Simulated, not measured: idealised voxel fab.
process module | voxel lift off
cross-section cut | 300 nm wide | cells 5 nm
A cross-section is a grid of square cells, given in bands from the top down. A band is one or more rows of cells.
Each band's line starts with the height of the band's top and of its bottom, in nm. Then come its materials from left to right, each with its width in nm. One material with "throughout" fills the band from edge to edge. "air" is empty space.
Height 0 is the level under which the wafer as received is all one material. The lowest band goes on downwards, as in "0 down".
A width such as "30 to 40" changes by the same amount from each row of cells to the next, from the band's top row to its bottom row.
"no change" after a step means that no cell of the cross-section changed.
closed voids: empty space of 8 cells or more with no open way to the top, each as width x height at its distance from the left edge, in nm
after a step's settings: what the simulator itself notes on the step
overlay nm, on a step with a mask: how far to the right of its planned place the mask lay; to the left if negative
plan
1 op RECEIVE | material Si
2 op CONFORMAL_DEP | material SiN | thk nm 10
3 op PATTERN | tone open | mask id LINES | material resist | width nm 25 | pitch nm 50 | thk nm 20 | overlay nm 0
4 op DIRECTIONAL_DEP | material Ru | thk nm 10
5 op STRIP | etch materials resist
6 op CONFORMAL_DEP | material SiN | thk nm 5
as received, after step 1
  0 down: Si throughout
  closed voids: none
a wafer at the end: this start, this plan, one mistake
  15 to 10: air 105 | SiN 35 | air 15 | SiN 35 | air 110
  10 to 5: air 105 | SiN 5 | Ru 25 | SiN 5 | air 15 | SiN 5 | Ru 25 | SiN 5 | air 110
  5 to 0: SiN 110 | Ru 25 | SiN 25 | Ru 25 | SiN 115
  0 down: Si throughout
  closed voids: none
what went wrong: step 2 was left out
